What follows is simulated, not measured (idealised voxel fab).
voxel capacitor over wiring: a process module
Pictured: cross-section cut, 190 nm wide, on a grid of 5 nm square cells.
Cross-section format: a grid of square cells, given as bands from top to bottom; each band is one or more rows of cells. What a band's entry tells you: where the top is and where the bottom is, as heights in nm, and after that what lies inside, material by material from left to right, each with its width in nm. Empty space is written as the word "blank", and a single material marked with the word "throughout" occupies the band from edge to edge. Heads up on the height convention: 0 is the point under which the incoming wafer is all one material, and the lowest band has no bottom, it just keeps going down, like "0..down". Width "30..40": first value at the band's top row of cells, second value at its bottom row, equal change from row to row. The cross-section has no changed cell in any step marked "no alterations made". If an empty space has no open way to the top and is at least 8 cells in size, "Enclosed internal cavities" lists it, written width x height at distance, where distance is measured from the left edge and every value is in nm. Past the settings on a step's line: simulator remark, on that step. "overlay nm", when on a step's line for a step with a mask, measures how far to the right of its planned place the mask lay; a negative measure means to the left.
### Here's what the planned process steps look like
| 1 | RECEIVE: material Si |
| 2 | CONFORMAL_DEP: material SiO2, thk nm 15 |
| 3 | CONFORMAL_DEP: material SiCN, thk nm 5 |
| 4 | DIRECTIONAL_DEP: material lowk, thk nm 25 |
| 5 | PATTERN: tone open, mask id METAL_1, material resist, width nm 25, pitch nm 75, thk nm 20, overlay nm 0 |
| 6 | DIRECTIONAL_ETCH: etch materials lowk, depth nm 25 |
| 7 | DIRECTIONAL_ETCH: etch materials SiCN, depth nm 5 |
| 8 | STRIP: etch materials resist |
| 9 | CONFORMAL_DEP: material TiN, thk nm 5 |
| 10 | FILL_DEP: material Ru, thk nm 10 |
| 11 | CMP: height nm 45 |
| 12 | CONFORMAL_DEP: material SiCN, thk nm 5 |
| 13 | DIRECTIONAL_DEP: material lowk, thk nm 15 |
| 14 | PATTERN: tone open, mask id PLUG_1, material resist, width nm 15, thk nm 15, overlay nm 0 |
| 15 | DIRECTIONAL_ETCH: etch materials lowk, depth nm 15 |
| 16 | DIRECTIONAL_ETCH: etch materials SiCN, depth nm 5 |
| 17 | STRIP: etch materials resist |
| 18 | EPI: material Ru, thk nm 10 |
| 19 | EPI: material Ru, thk nm 10 |
| 20 | DIRECTIONAL_DEP: material TiN, thk nm 10 |
| 21 | DIRECTIONAL_DEP: material Al2O3, thk nm 5 |
| 22 | DIRECTIONAL_DEP: material TiN, thk nm 10 |
| 23 | PATTERN: tone cover, mask id UPPER_PLATE, material resist, width nm 55, thk nm 20, overlay nm 0 |
| 24 | DIRECTIONAL_ETCH: etch materials TiN, depth nm 10 |
| 25 | DIRECTIONAL_ETCH: etch materials Al2O3, depth nm 5 |
| 26 | STRIP: etch materials resist |
| 27 | MASKED_ETCH: tone cover, mask id LOWER_PLATE, width nm 65, etch materials TiN, depth nm 10, overlay nm 0 |
| 28 | FILL_DEP: material SiO2, thk nm 15 |
| 29 | CMP: height nm 100 |
| 30 | MASKED_ETCH: tone open, mask id PLUG_2, width nm 15, etch materials SiO2, depth nm 10, overlay nm 0 |
| 31 | CONFORMAL_DEP: material TiN, thk nm 5 |
| 32 | FILL_DEP: material W, thk nm 5 |
| 33 | CMP: height nm 100 |
| 34 | CONFORMAL_DEP: material SiN, thk nm 5 |
The wafers are alike at the start. At step 12, their thk nm differs. The plan lists the first wafer's value.
### Step 1 complete: as-received cross-section of the first of several wafers
> 0..down | Si throughout
> Enclosed internal cavities: none
### First of several wafers: cross-section at the end of the module, after step 34, its last step
> 105..100 | SiN throughout
> 100..95 | SiO2: 65 / TiN: 5 / W: 5 / TiN: 5 / SiO2: 110
> 95..90 | SiO2: 65 / TiN: 15 / SiO2: 110
> 90..80 | SiO2: 55 / TiN: 55 / SiO2: 80
> 80..75 | SiO2: 55 / Al2O3: 55 / SiO2: 80
> 75..65 | SiO2: 50 / TiN: 65 / SiO2: 75
> 65..50 | lowk: 55 / Ru: 15 / lowk: 120
> 50..45 | SiCN: 55 / Ru: 15 / SiCN: 120
> 45..20 | lowk: 45 / TiN: 5 / Ru: 15 / TiN: 5 / lowk: 50 / TiN: 5 / Ru: 15 / TiN: 5 / lowk: 45
> 20..15 | SiCN: 45 / TiN: 25 / SiCN: 50 / TiN: 25 / SiCN: 45
> 15..0 | SiO2 throughout
> 0..down | Si throughout
> Enclosed internal cavities: none
### Here we cross-sectioned the last of the wafers once the module was done
> 105..100 | SiN throughout
> 100..95 | SiO2: 65 / TiN: 45 / SiO2: 80
> 95..90 | SiO2: 65 / TiN: 5 / Al2O3: 40 / SiO2: 80
> 90..85 | SiO2: 50 / TiN: 5 / SiO2: 15 / TiN: 45 / SiO2: 75
> 85..80 | SiO2: 50 / TiN: 65 / SiO2: 75
> 80..75 | lowk: 55 / TiN: 15 / lowk: 120
> 75..70 | lowk: 55 / Al2O3: 15 / lowk: 120
> 70..65 | lowk: 55 / TiN: 15 / lowk: 120
> 65..60 | SiCN: 55 / TiN: 15 / SiCN: 120
> 60..45 | SiCN throughout
> 45..20 | lowk: 45 / TiN: 5 / Ru: 15 / TiN: 5 / lowk: 50 / TiN: 5 / Ru: 15 / TiN: 5 / lowk: 45
> 20..15 | SiCN: 45 / TiN: 25 / SiCN: 50 / TiN: 25 / SiCN: 45
> 15..0 | SiO2 throughout
> 0..down | Si throughout
> Enclosed internal cavities: none
### Every row in this table is a wafer at the end of the module, and it gives, for each of the materials, the cells that wafer has gained (+) or lost (-) since it was received, then its closed voids
thk nm 5; +11 Al2O3; +42 Ru; +63 SiCN; +38 SiN; +315 SiO2; +83 TiN; +1 W; +245 lowk; Enclosed internal cavities: none
thk nm 10; +11 Al2O3; +30 Ru; +101 SiCN; +38 SiN; +291 SiO2; +82 TiN; +245 lowk; Enclosed internal cavities: none
thk nm 15; +11 Al2O3; +30 Ru; +139 SiCN; +38 SiN; +255 SiO2; +80 TiN; +245 lowk; Enclosed internal cavities: none
thk nm 20; +11 Al2O3; +30 Ru; +177 SiCN; +38 SiN; +225 SiO2; +72 TiN; +245 lowk; Enclosed internal cavities: none
